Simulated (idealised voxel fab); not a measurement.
Title: Process Module voxel transistor to metal
In the cross-section labelled cut, the width is 190 nm and each square cell is 5 nm.
For the purposes of this document, a cross-section shall be understood as a grid of square cells, specified as bands listed in top-to-bottom order, each band consisting of one or more rows of cells. Look at the band entry: it leads with the top's height and the bottom's height in nm. Then it lists the materials left to right, with a width in nm for each. The word "all across" on a single material says that material fills the band edge to edge. The word "empty" is empty space. Height is counted from the level 0, under which the received wafer is composed throughout of one material. The lowest of the bands is not closed at the bottom but continues downward, in the notation "0 -> down". Graded width ("30->40"): value in top row of band = first number; value in bottom row = second number; row-to-row change constant. Where a step carries "changes: none", the cross-section came out of it unchanged, cell for cell. Non-vented voids: empty space of 8 cells or more with no open way to the top, each as width x height at its distance from the left edge, in nm. If you see something after the settings on a step's line, that's the simulator's own remark about that step. When a step includes a mask, the "overlay nm" setting on its line states how far to the right of its planned place that mask lay, and negative values state how far to the left.
STEPS PLANNED FOR THE PROCESS
1 RECEIVE with material Si
2 CONFORMAL_DEP with material SiO2, thk nm 5
3 CONFORMAL_DEP with material SiN, thk nm 15
4 PATTERN with tone cover, mask id ACTIVE, material resist, width nm 115, thk nm 20, overlay nm 0
5 DIRECTIONAL_ETCH with etch materials SiN, depth nm 15
6 DIRECTIONAL_ETCH with etch materials SiO2, depth nm 5
7 DIRECTIONAL_ETCH with etch materials Si, depth nm 35
8 STRIP with etch materials resist
9 FILL_DEP with material SiO2, thk nm 10
10 CMP with height nm 20
11 SELECTIVE_ETCH with etch materials SiO2, depth nm 15
12 STRIP with etch materials SiN
13 SELECTIVE_ETCH with etch materials SiO2, depth nm 5
14 OXIDIZE with depth nm 5
15 DIRECTIONAL_DEP with material polySi, thk nm 25
16 DIRECTIONAL_DEP with material SiCN, thk nm 15
17 DIRECTIONAL_DEP with material aC, thk nm 15
18 PATTERN with tone cover, mask id GATE, material resist, width nm 25, thk nm 30, overlay nm 0
19 DIRECTIONAL_ETCH with etch materials aC, depth nm 15
20 STRIP with etch materials resist
21 DIRECTIONAL_ETCH with etch materials SiCN, depth nm 25
22 DIRECTIONAL_ETCH with etch materials polySi, depth nm 35
23 STRIP with etch materials aC
24 CONFORMAL_DEP with material SiO2, thk nm 5
25 DIRECTIONAL_ETCH with etch materials SiO2, depth nm 5
26 CONFORMAL_DEP with material SiN, thk nm 10
27 DIRECTIONAL_ETCH with etch materials SiN, depth nm 10
28 DIRECTIONAL_ETCH with etch materials SiO2, depth nm 5
29 EPI with material nSi, thk nm 5
30 FILL_DEP with material SiO2, thk nm 10
31 CMP with height nm 40
32 DIRECTIONAL_DEP with material SiO2, thk nm 10
33 DIRECTIONAL_DEP with material aC, thk nm 10
34 PATTERN with tone open, mask id CONTACT, material resist, width nm 20, pitch nm 75, thk nm 25, overlay nm 0
35 DIRECTIONAL_ETCH with etch materials aC, depth nm 10
36 STRIP with etch materials resist
37 DIRECTIONAL_ETCH with etch materials SiO2, depth nm 50
38 STRIP with etch materials aC
39 CONFORMAL_DEP with material TiN, thk nm 5
40 FILL_DEP with material Ru, thk nm 5
41 CMP with height nm 50
42 DIRECTIONAL_DEP with material TiN, thk nm 5
43 DIRECTIONAL_DEP with material W, thk nm 20
44 MASKED_ETCH with tone cover, mask id METAL_1, width nm 20, pitch nm 75, etch materials W, depth nm 20, overlay nm 0
45 MASKED_ETCH with tone cover, mask id METAL_1, width nm 20, pitch nm 75, etch materials TiN, depth nm 5, overlay nm 0
46 FILL_DEP with material SiO2, thk nm 5
47 CMP with height nm 75
48 CONFORMAL_DEP with material SiCN, thk nm 5
49 DIRECTIONAL_DEP with material lowk, thk nm 35
50 MASKED_ETCH with tone open, mask id METAL_2, width nm 20, pitch nm 75, etch materials lowk, depth nm 20, overlay nm 0
51 PATTERN with tone open, mask id METAL_2_HOLES, material resist, width nm 15, pitch nm 75, thk nm 15, overlay nm 0
52 DIRECTIONAL_ETCH with etch materials lowk, depth nm 15
53 DIRECTIONAL_ETCH with etch materials SiCN, depth nm 5
54 STRIP with etch materials resist
55 CONFORMAL_DEP with material TiN, thk nm 5
56 FILL_DEP with material Ru, thk nm 10
57 CMP with height nm 115
58 CONFORMAL_DEP with material SiCN, thk nm 5
FIRST OF TWO WAFERS, PROCESSED ACCORDING TO PLAN
CROSS-SECTION OF THE WAFER AS IT CAME TO US, I.E., ALREADY THROUGH STEP 1
0 -> down: Si all across
Non-vented voids: none
PRESENTED HERE IS A CROSS-SECTION OF THE WAFER AFTER STEP 2 HAS BEEN PERFORMED
5 -> 0: SiO2 all across
Unchanged below 0.
PRESENTED HERE IS A CROSS-SECTION OF THE WAFER AFTER STEP 3 HAS BEEN PERFORMED
20 -> 5: SiN all across
Unchanged below 5.
PRESENTED HERE IS A CROSS-SECTION OF THE WAFER AFTER STEP 4 HAS BEEN PERFORMED
40 -> 20: empty: 35, then resist: 115, then empty: 40
Unchanged below 20.
PRESENTED HERE IS A CROSS-SECTION OF THE WAFER AFTER STEP 5 HAS BEEN PERFORMED
40 -> 20: empty: 35, then resist: 115, then empty: 40
20 -> 5: empty: 35, then SiN: 115, then empty: 40
Unchanged below 5.
PRESENTED HERE IS A CROSS-SECTION OF THE WAFER AFTER STEP 6 HAS BEEN PERFORMED
40 -> 20: empty: 35, then resist: 115, then empty: 40
20 -> 5: empty: 35, then SiN: 115, then empty: 40
5 -> 0: empty: 35, then SiO2: 115, then empty: 40
Unchanged below 0.
PRESENTED HERE IS A CROSS-SECTION OF THE WAFER AFTER STEP 7 HAS BEEN PERFORMED
40 -> 20: empty: 35, then resist: 115, then empty: 40
20 -> 5: empty: 35, then SiN: 115, then empty: 40
5 -> 0: empty: 35, then SiO2: 115, then empty: 40
0 -> -35: empty: 35, then Si: 115, then empty: 40
Unchanged below -35.
PRESENTED HERE IS A CROSS-SECTION OF THE WAFER AFTER STEP 8 HAS BEEN PERFORMED
20 -> 5: empty: 35, then SiN: 115, then empty: 40
Unchanged below 5.
PRESENTED HERE IS A CROSS-SECTION OF THE WAFER AFTER STEP 9 HAS BEEN PERFORMED
30 -> 20: SiO2 all across
20 -> 5: SiO2: 35, then SiN: 115, then SiO2: 40
5 -> 0: SiO2 all across
0 -> -35: SiO2: 35, then Si: 115, then SiO2: 40
Unchanged below -35.
PRESENTED HERE IS A CROSS-SECTION OF THE WAFER AFTER STEP 10 HAS BEEN PERFORMED
20 -> 5: SiO2: 35, then SiN: 115, then SiO2: 40
Unchanged below 5.
PRESENTED HERE IS A CROSS-SECTION OF THE WAFER AFTER STEP 11 HAS BEEN PERFORMED
20 -> 5: empty: 35, then SiN: 115, then empty: 40
Unchanged below 5.
PRESENTED HERE IS A CROSS-SECTION OF THE WAFER AFTER STEP 12 HAS BEEN PERFORMED
5 -> 0: SiO2 all across
Unchanged below 0.
PRESENTED HERE IS A CROSS-SECTION OF THE WAFER AFTER STEP 13 HAS BEEN PERFORMED
0 -> -35: SiO2: 35, then Si: 115, then SiO2: 40
Unchanged below -35.
PRESENTED HERE IS A CROSS-SECTION OF THE WAFER AFTER STEP 14 HAS BEEN PERFORMED
0 -> -5: SiO2 all across
Unchanged below -5.
PRESENTED HERE IS A CROSS-SECTION OF THE WAFER AFTER STEP 15 HAS BEEN PERFORMED
25 -> 0: polySi all across
Unchanged below 0.
PRESENTED HERE IS A CROSS-SECTION OF THE WAFER AFTER STEP 16 HAS BEEN PERFORMED
40 -> 25: SiCN all across
Unchanged below 25.
PRESENTED HERE IS A CROSS-SECTION OF THE WAFER AFTER STEP 17 HAS BEEN PERFORMED
55 -> 40: aC all across
Unchanged below 40.
PRESENTED HERE IS A CROSS-SECTION OF THE WAFER AFTER STEP 18 HAS BEEN PERFORMED
85 -> 55: empty: 80, then resist: 25, then empty: 85
Unchanged below 55.
PRESENTED HERE IS A CROSS-SECTION OF THE WAFER AFTER STEP 19 HAS BEEN PERFORMED
70 -> 55: empty: 80, then resist: 25, then empty: 85
55 -> 40: empty: 80, then aC: 25, then empty: 85
Unchanged below 40.
PRESENTED HERE IS A CROSS-SECTION OF THE WAFER AFTER STEP 20 HAS BEEN PERFORMED
55 -> 40: empty: 80, then aC: 25, then empty: 85
Unchanged below 40.
PRESENTED HERE IS A CROSS-SECTION OF THE WAFER AFTER STEP 21 HAS BEEN PERFORMED
55 -> 40: empty: 80, then aC: 25, then empty: 85
40 -> 25: empty: 80, then SiCN: 25, then empty: 85
Unchanged below 25.
PRESENTED HERE IS A CROSS-SECTION OF THE WAFER AFTER STEP 22 HAS BEEN PERFORMED
55 -> 40: empty: 80, then aC: 25, then empty: 85
40 -> 25: empty: 80, then SiCN: 25, then empty: 85
25 -> 0: empty: 80, then polySi: 25, then empty: 85
Unchanged below 0.
PRESENTED HERE IS A CROSS-SECTION OF THE WAFER AFTER STEP 23 HAS BEEN PERFORMED
40 -> 25: empty: 80, then SiCN: 25, then empty: 85
Unchanged below 25.
PRESENTED HERE IS A CROSS-SECTION OF THE WAFER AFTER STEP 24 HAS BEEN PERFORMED
45 -> 40: empty: 75, then SiO2: 35, then empty: 80
40 -> 25: empty: 75, then SiO2: 5, then SiCN: 25, then SiO2: 5, then empty: 80
25 -> 5: empty: 75, then SiO2: 5, then polySi: 25, then SiO2: 5, then empty: 80
5 -> 0: SiO2: 80, then polySi: 25, then SiO2: 85
Unchanged below 0.
PRESENTED HERE IS A CROSS-SECTION OF THE WAFER AFTER STEP 25 HAS BEEN PERFORMED
40 -> 25: empty: 75, then SiO2: 5, then SiCN: 25, then SiO2: 5, then empty: 80
25 -> 0: empty: 75, then SiO2: 5, then polySi: 25, then SiO2: 5, then empty: 80
Unchanged below 0.
PRESENTED HERE IS A CROSS-SECTION OF THE WAFER AFTER STEP 26 HAS BEEN PERFORMED
50 -> 40: empty: 65, then SiN: 55, then empty: 70
40 -> 25: empty: 65, then SiN: 10, then SiO2: 5, then SiCN: 25, then SiO2: 5, then SiN: 10, then empty: 70
25 -> 10: empty: 65, then SiN: 10, then SiO2: 5, then polySi: 25, then SiO2: 5, then SiN: 10, then empty: 70
10 -> 0: SiN: 75, then SiO2: 5, then polySi: 25, then SiO2: 5, then SiN: 80
Unchanged below 0.
PRESENTED HERE IS A CROSS-SECTION OF THE WAFER AFTER STEP 27 HAS BEEN PERFORMED
40 -> 25: empty: 65, then SiN: 10, then SiO2: 5, then SiCN: 25, then SiO2: 5, then SiN: 10, then empty: 70
25 -> 0: empty: 65, then SiN: 10, then SiO2: 5, then polySi: 25, then SiO2: 5, then SiN: 10, then empty: 70
Unchanged below 0.
PRESENTED HERE IS A CROSS-SECTION OF THE WAFER AFTER STEP 28 HAS BEEN PERFORMED
40 -> 35: empty: 65, then SiN: 10, then empty: 5, then SiCN: 25, then empty: 5, then SiN: 10, then empty: 70
35 -> 25: empty: 65, then SiN: 10, then SiO2: 5, then SiCN: 25, then SiO2: 5, then SiN: 10, then empty: 70
25 -> 0: empty: 65, then SiN: 10, then SiO2: 5, then polySi: 25, then SiO2: 5, then SiN: 10, then empty: 70
0 -> -5: empty: 65, then SiO2: 55, then empty: 70
Unchanged below -5.
PRESENTED HERE IS A CROSS-SECTION OF THE WAFER AFTER STEP 29 HAS BEEN PERFORMED
40 -> 35: empty: 65, then SiN: 10, then empty: 5, then SiCN: 25, then empty: 5, then SiN: 10, then empty: 70
35 -> 25: empty: 65, then SiN: 10, then SiO2: 5, then SiCN: 25, then SiO2: 5, then SiN: 10, then empty: 70
25 -> 0: empty: 65, then SiN: 10, then SiO2: 5, then polySi: 25, then SiO2: 5, then SiN: 10, then empty: 70
0 -> -5: empty: 30, then nSi: 35, then SiO2: 55, then nSi: 35, then empty: 35
Unchanged below -5.
PRESENTED HERE IS A CROSS-SECTION OF THE WAFER AFTER STEP 30 HAS BEEN PERFORMED
50 -> 40: SiO2 all across
40 -> 25: SiO2: 65, then SiN: 10, then SiO2: 5, then SiCN: 25, then SiO2: 5, then SiN: 10, then SiO2: 70
25 -> 0: SiO2: 65, then SiN: 10, then SiO2: 5, then polySi: 25, then SiO2: 5, then SiN: 10, then SiO2: 70
0 -> -5: SiO2: 30, then nSi: 35, then SiO2: 55, then nSi: 35, then SiO2: 35
Unchanged below -5.
PRESENTED HERE IS A CROSS-SECTION OF THE WAFER AFTER STEP 31 HAS BEEN PERFORMED
40 -> 25: SiO2: 65, then SiN: 10, then SiO2: 5, then SiCN: 25, then SiO2: 5, then SiN: 10, then SiO2: 70
Unchanged below 25.
PRESENTED HERE IS A CROSS-SECTION OF THE WAFER AFTER STEP 32 HAS BEEN PERFORMED
50 -> 40: SiO2 all across
Unchanged below 40.
PRESENTED HERE IS A CROSS-SECTION OF THE WAFER AFTER STEP 33 HAS BEEN PERFORMED
60 -> 50: aC all across
Unchanged below 50.
PRESENTED HERE IS A CROSS-SECTION OF THE WAFER AFTER STEP 34 HAS BEEN PERFORMED
85 -> 60: resist: 45, then empty: 20, then resist: 55, then empty: 20, then resist: 50
Unchanged below 60.
PRESENTED HERE IS A CROSS-SECTION OF THE WAFER AFTER STEP 35 HAS BEEN PERFORMED
75 -> 60: resist: 45, then empty: 20, then resist: 55, then empty: 20, then resist: 50
60 -> 50: aC: 45, then empty: 20, then aC: 55, then empty: 20, then aC: 50
Unchanged below 50.
PRESENTED HERE IS A CROSS-SECTION OF THE WAFER AFTER STEP 36 HAS BEEN PERFORMED
60 -> 50: aC: 45, then empty: 20, then aC: 55, then empty: 20, then aC: 50
Unchanged below 50.
PRESENTED HERE IS A CROSS-SECTION OF THE WAFER AFTER STEP 37 HAS BEEN PERFORMED
60 -> 50: aC: 45, then empty: 20, then aC: 55, then empty: 20, then aC: 50
50 -> 40: SiO2: 45, then empty: 20, then SiO2: 55, then empty: 20, then SiO2: 50
40 -> 25: SiO2: 45, then empty: 20, then SiN: 10, then SiO2: 5, then SiCN: 25, then SiO2: 5, then SiN: 10, then empty: 20, then SiO2: 50
25 -> 0: SiO2: 45, then empty: 20, then SiN: 10, then SiO2: 5, then polySi: 25, then SiO2: 5, then SiN: 10, then empty: 20, then SiO2: 50
Unchanged below 0.
PRESENTED HERE IS A CROSS-SECTION OF THE WAFER AFTER STEP 38 HAS BEEN PERFORMED
50 -> 40: SiO2: 45, then empty: 20, then SiO2: 55, then empty: 20, then SiO2: 50
Unchanged below 40.
PRESENTED HERE IS A CROSS-SECTION OF THE WAFER AFTER STEP 39 HAS BEEN PERFORMED
55 -> 50: TiN: 50, then empty: 10, then TiN: 65, then empty: 10, then TiN: 55
50 -> 40: SiO2: 45, then TiN: 5, then empty: 10, then TiN: 5, then SiO2: 55, then TiN: 5, then empty: 10, then TiN: 5, then SiO2: 50
40 -> 25: SiO2: 45, then TiN: 5, then empty: 10, then TiN: 5, then SiN: 10, then SiO2: 5, then SiCN: 25, then SiO2: 5, then SiN: 10, then TiN: 5, then empty: 10, then TiN: 5, then SiO2: 50
25 -> 5: SiO2: 45, then TiN: 5, then empty: 10, then TiN: 5, then SiN: 10, then SiO2: 5, then polySi: 25, then SiO2: 5, then SiN: 10, then TiN: 5, then empty: 10, then TiN: 5, then SiO2: 50
5 -> 0: SiO2: 45, then TiN: 20, then SiN: 10, then SiO2: 5, then polySi: 25, then SiO2: 5, then SiN: 10, then TiN: 20, then SiO2: 50
Unchanged below 0.
PRESENTED HERE IS A CROSS-SECTION OF THE WAFER AFTER STEP 40 HAS BEEN PERFORMED
60 -> 55: Ru all across
55 -> 50: TiN: 50, then Ru: 10, then TiN: 65, then Ru: 10, then TiN: 55
50 -> 40: SiO2: 45, then TiN: 5, then Ru: 10, then TiN: 5, then SiO2: 55, then TiN: 5, then Ru: 10, then TiN: 5, then SiO2: 50
40 -> 25: SiO2: 45, then TiN: 5, then Ru: 10, then TiN: 5, then SiN: 10, then SiO2: 5, then SiCN: 25, then SiO2: 5, then SiN: 10, then TiN: 5, then Ru: 10, then TiN: 5, then SiO2: 50
25 -> 5: SiO2: 45, then TiN: 5, then Ru: 10, then TiN: 5, then SiN: 10, then SiO2: 5, then polySi: 25, then SiO2: 5, then SiN: 10, then TiN: 5, then Ru: 10, then TiN: 5, then SiO2: 50
Unchanged below 5.
PRESENTED HERE IS A CROSS-SECTION OF THE WAFER AFTER STEP 41 HAS BEEN PERFORMED
50 -> 40: SiO2: 45, then TiN: 5, then Ru: 10, then TiN: 5, then SiO2: 55, then TiN: 5, then Ru: 10, then TiN: 5, then SiO2: 50
Unchanged below 40.
PRESENTED HERE IS A CROSS-SECTION OF THE WAFER AFTER STEP 42 HAS BEEN PERFORMED
55 -> 50: TiN all across
Unchanged below 50.
PRESENTED HERE IS A CROSS-SECTION OF THE WAFER AFTER STEP 43 HAS BEEN PERFORMED
75 -> 55: W all across
Unchanged below 55.
PRESENTED HERE IS A CROSS-SECTION OF THE WAFER AFTER STEP 44 HAS BEEN PERFORMED
75 -> 55: empty: 45, then W: 20, then empty: 55, then W: 20, then empty: 50
Unchanged below 55.
PRESENTED HERE IS A CROSS-SECTION OF THE WAFER AFTER STEP 45 HAS BEEN PERFORMED
75 -> 55: empty: 45, then W: 20, then empty: 55, then W: 20, then empty: 50
55 -> 50: empty: 45, then TiN: 20, then empty: 55, then TiN: 20, then empty: 50
Unchanged below 50.
PRESENTED HERE IS A CROSS-SECTION OF THE WAFER AFTER STEP 46 HAS BEEN PERFORMED
80 -> 75: SiO2 all across
75 -> 55: SiO2: 45, then W: 20, then SiO2: 55, then W: 20, then SiO2: 50
55 -> 50: SiO2: 45, then TiN: 20, then SiO2: 55, then TiN: 20, then SiO2: 50
Unchanged below 50.
PRESENTED HERE IS A CROSS-SECTION OF THE WAFER AFTER STEP 47 HAS BEEN PERFORMED
75 -> 55: SiO2: 45, then W: 20, then SiO2: 55, then W: 20, then SiO2: 50
Unchanged below 55.
PRESENTED HERE IS A CROSS-SECTION OF THE WAFER AFTER STEP 48 HAS BEEN PERFORMED
80 -> 75: SiCN all across
Unchanged below 75.
PRESENTED HERE IS A CROSS-SECTION OF THE WAFER AFTER STEP 49 HAS BEEN PERFORMED
115 -> 80: lowk all across
Unchanged below 80.
PRESENTED HERE IS A CROSS-SECTION OF THE WAFER AFTER STEP 50 HAS BEEN PERFORMED
115 -> 95: lowk: 45, then empty: 20, then lowk: 55, then empty: 20, then lowk: 50
Unchanged below 95.
PRESENTED HERE IS A CROSS-SECTION OF THE WAFER AFTER STEP 51 HAS BEEN PERFORMED
130 -> 115: resist: 45, then empty: 15, then resist: 60, then empty: 15, then resist: 55
115 -> 95: lowk: 45, then empty: 15, then resist: 5, then lowk: 55, then empty: 15, then resist: 5, then lowk: 50
Unchanged below 95.
PRESENTED HERE IS A CROSS-SECTION OF THE WAFER AFTER STEP 52 HAS BEEN PERFORMED
130 -> 115: resist: 45, then empty: 15, then resist: 60, then empty: 15, then resist: 55
115 -> 95: lowk: 45, then empty: 15, then resist: 5, then lowk: 55, then empty: 15, then resist: 5, then lowk: 50
95 -> 80: lowk: 45, then empty: 15, then lowk: 60, then empty: 15, then lowk: 55
Unchanged below 80.
PRESENTED HERE IS A CROSS-SECTION OF THE WAFER AFTER STEP 53 HAS BEEN PERFORMED
130 -> 115: resist: 45, then empty: 15, then resist: 60, then empty: 15, then resist: 55
115 -> 95: lowk: 45, then empty: 15, then resist: 5, then lowk: 55, then empty: 15, then resist: 5, then lowk: 50
95 -> 80: lowk: 45, then empty: 15, then lowk: 60, then empty: 15, then lowk: 55
80 -> 75: SiCN: 45, then empty: 15, then SiCN: 60, then empty: 15, then SiCN: 55
Unchanged below 75.
PRESENTED HERE IS A CROSS-SECTION OF THE WAFER AFTER STEP 54 HAS BEEN PERFORMED
115 -> 95: lowk: 45, then empty: 20, then lowk: 55, then empty: 20, then lowk: 50
Unchanged below 95.
PRESENTED HERE IS A CROSS-SECTION OF THE WAFER AFTER STEP 55 HAS BEEN PERFORMED
120 -> 115: TiN: 50, then empty: 10, then TiN: 65, then empty: 10, then TiN: 55
115 -> 100: lowk: 45, then TiN: 5, then empty: 10, then TiN: 5, then lowk: 55, then TiN: 5, then empty: 10, then TiN: 5, then lowk: 50
100 -> 95: lowk: 45, then TiN: 5, then empty: 5, then TiN: 10, then lowk: 55, then TiN: 5, then empty: 5, then TiN: 10, then lowk: 50
95 -> 80: lowk: 45, then TiN: 5, then empty: 5, then TiN: 5, then lowk: 60, then TiN: 5, then empty: 5, then TiN: 5, then lowk: 55
80 -> 75: SiCN: 45, then TiN: 15, then SiCN: 60, then TiN: 15, then SiCN: 55
Unchanged below 75.
PRESENTED HERE IS A CROSS-SECTION OF THE WAFER AFTER STEP 56 HAS BEEN PERFORMED
130 -> 120: Ru all across
120 -> 115: TiN: 50, then Ru: 10, then TiN: 65, then Ru: 10, then TiN: 55
115 -> 100: lowk: 45, then TiN: 5, then Ru: 10, then TiN: 5, then lowk: 55, then TiN: 5, then Ru: 10, then TiN: 5, then lowk: 50
100 -> 95: lowk: 45, then TiN: 5, then Ru: 5, then TiN: 10, then lowk: 55, then TiN: 5, then Ru: 5, then TiN: 10, then lowk: 50
95 -> 80: lowk: 45, then TiN: 5, then Ru: 5, then TiN: 5, then lowk: 60, then TiN: 5, then Ru: 5, then TiN: 5, then lowk: 55
Unchanged below 80.
PRESENTED HERE IS A CROSS-SECTION OF THE WAFER AFTER STEP 57 HAS BEEN PERFORMED
115 -> 100: lowk: 45, then TiN: 5, then Ru: 10, then TiN: 5, then lowk: 55, then TiN: 5, then Ru: 10, then TiN: 5, then lowk: 50
Unchanged below 100.
PRESENTED HERE IS A CROSS-SECTION OF THE WAFER AFTER STEP 58 HAS BEEN PERFORMED
120 -> 115: SiCN all across
Unchanged below 115.
SECOND WAFER, SAME STARTING CONDITIONS AND RECIPE AS THE FIRST, ONE MISTAKE IN EXECUTING IT, NOTHING DIFFERS FROM THE FIRST UP TO AND INCLUDING STEP 50
SECOND WAFER CROSS-SECTION, TAKEN AS OF THE TIME THE PLAN SETS FOR STEP 51 TO BE DONE
130 -> 115: resist: 45, then empty: 20, then resist: 55, then empty: 20, then resist: 50
Unchanged below 115.
SECOND WAFER CROSS-SECTION, TAKEN AS OF THE TIME THE PLAN SETS FOR STEP 52 TO BE DONE
130 -> 115: resist: 45, then empty: 20, then resist: 55, then empty: 20, then resist: 50
115 -> 80: lowk: 45, then empty: 20, then lowk: 55, then empty: 20, then lowk: 50
Unchanged below 80.
SECOND WAFER CROSS-SECTION, TAKEN AS OF THE TIME THE PLAN SETS FOR STEP 53 TO BE DONE
130 -> 115: resist: 45, then empty: 20, then resist: 55, then empty: 20, then resist: 50
115 -> 80: lowk: 45, then empty: 20, then lowk: 55, then empty: 20, then lowk: 50
80 -> 75: SiCN: 45, then empty: 20, then SiCN: 55, then empty: 20, then SiCN: 50
Unchanged below 75.
SECOND WAFER CROSS-SECTION, TAKEN AS OF THE TIME THE PLAN SETS FOR STEP 54 TO BE DONE
115 -> 80: lowk: 45, then empty: 20, then lowk: 55, then empty: 20, then lowk: 50
Unchanged below 80.
SECOND WAFER CROSS-SECTION, TAKEN AS OF THE TIME THE PLAN SETS FOR STEP 55 TO BE DONE
120 -> 115: TiN: 50, then empty: 10, then TiN: 65, then empty: 10, then TiN: 55
115 -> 80: lowk: 45, then TiN: 5, then empty: 10, then TiN: 5, then lowk: 55, then TiN: 5, then empty: 10, then TiN: 5, then lowk: 50
80 -> 75: SiCN: 45, then TiN: 20, then SiCN: 55, then TiN: 20, then SiCN: 50
Unchanged below 75.
SECOND WAFER CROSS-SECTION, TAKEN AS OF THE TIME THE PLAN SETS FOR STEP 56 TO BE DONE
130 -> 120: Ru all across
120 -> 115: TiN: 50, then Ru: 10, then TiN: 65, then Ru: 10, then TiN: 55
115 -> 80: lowk: 45, then TiN: 5, then Ru: 10, then TiN: 5, then lowk: 55, then TiN: 5, then Ru: 10, then TiN: 5, then lowk: 50
Unchanged below 80.
SECOND WAFER CROSS-SECTION, TAKEN AS OF THE TIME THE PLAN SETS FOR STEP 57 TO BE DONE
115 -> 80: lowk: 45, then TiN: 5, then Ru: 10, then TiN: 5, then lowk: 55, then TiN: 5, then Ru: 10, then TiN: 5, then lowk: 50
Unchanged below 80.
SECOND WAFER CROSS-SECTION, TAKEN AS OF THE TIME THE PLAN SETS FOR STEP 58 TO BE DONE
120 -> 115: SiCN all across
Unchanged below 115.
What broke from the plan during processing? step 51 did not use the planned setting and instead ran as PATTERN with tone open, mask id METAL_2_HOLES, material resist, width nm 20, pitch nm 75, thk nm 15, overlay nm 0
Per the end-of-run cell counts, the second wafer holds more or fewer of some materials than the first: Ru: 8 more | SiCN: 2 fewer | lowk: 6 fewer
